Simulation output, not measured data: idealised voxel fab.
process module | voxel self aligned vias
cross-section cut | 300 nm wide | cells 5 nm
A cross-section is a grid of square cells, given in bands from the top down. A band is one or more rows of cells.
Each band's line starts with the height of the band's top and of its bottom, in nm. Then come its materials from left to right, each with its width in nm. One material with "throughout" fills the band from edge to edge. "air" is empty space.
Height 0 is the level under which the wafer as received is all one material. The lowest band goes on downwards, as in "0 down".
A width such as "30 to 40" changes by the same amount from each row of cells to the next, from the band's top row to its bottom row.
"no change" after a step means that no cell of the cross-section changed.
closed voids: empty space of 8 cells or more with no open way to the top, each as width x height at its distance from the left edge, in nm
after a step's settings: what the simulator itself notes on the step
overlay nm, on a step with a mask: how far to the right of its planned place the mask lay; to the left if negative
plan
1 op RECEIVE | material Si
2 op CONFORMAL_DEP | material SiO2 | thk nm 10
3 op CONFORMAL_DEP | material SiCN | thk nm 5
4 op DIRECTIONAL_DEP | material SiO2 | thk nm 25
5 op DIRECTIONAL_DEP | material aC | thk nm 15
6 op PATTERN | tone open | mask id LINES | material resist | width nm 30 | pitch nm 60 | thk nm 30 | overlay nm 0
7 op DIRECTIONAL_ETCH | etch materials aC | depth nm 15
8 op STRIP | etch materials resist
9 op DIRECTIONAL_ETCH | etch materials SiO2 | depth nm 25
10 op STRIP | etch materials aC
11 op CONFORMAL_DEP | material TiN | thk nm 5
12 op FILL_DEP | material W | thk nm 5
13 op CMP | height nm 40
14 op SELECTIVE_ETCH | etch materials W Ru TiN | depth nm 10
15 op FILL_DEP | material SiN | thk nm 10
16 op CMP | height nm 40
17 op DIRECTIONAL_DEP | material SiO2 | thk nm 20
18 op MASKED_ETCH | tone open | mask id VIAS | width nm 40 | pitch nm 120 | etch materials SiO2 | depth nm 20 | overlay nm 0
19 op MASKED_ETCH | tone open | mask id VIAS | width nm 40 | pitch nm 120 | etch materials SiN | depth nm 10 | overlay nm 0
20 op CONFORMAL_DEP | material TiN | thk nm 5
21 op FILL_DEP | material W | thk nm 5
22 op CMP | height nm 60
23 op CONFORMAL_DEP | material SiN | thk nm 5
as received, after step 1
  0 down: Si throughout
  closed voids: none
a wafer at the end: this start, this plan, one mistake
  65 to 60: SiN throughout
  60 to 40: SiO2 70 | TiN 5 | W 30 | TiN 5 | SiO2 80 | TiN 5 | W 30 | TiN 5 | SiO2 70
  40 to 35: SiN 70 | TiN 10 | W 20 | TiN 10 | SiN 80 | TiN 10 | W 20 | TiN 10 | SiN 70
  35 to 30: SiO2 75 | TiN 30 | SiO2 30 | SiN 30 | SiO2 30 | TiN 30 | SiO2 75
  30 to 20: SiO2 75 | TiN 5 | W 20 | TiN 5 | SiO2 30 | TiN 5 | W 20 | TiN 5 | SiO2 30 | TiN 5 | W 20 | TiN 5 | SiO2 75
  20 to 15: SiO2 75 | TiN 30 | SiO2 30 | TiN 30 | SiO2 30 | TiN 30 | SiO2 75
  15 to 10: SiCN throughout
  10 to 0: SiO2 throughout
  0 down: Si throughout
  closed voids: none
what went wrong: step 4 ran as: op DIRECTIONAL_DEP | material SiO2 | thk nm 20
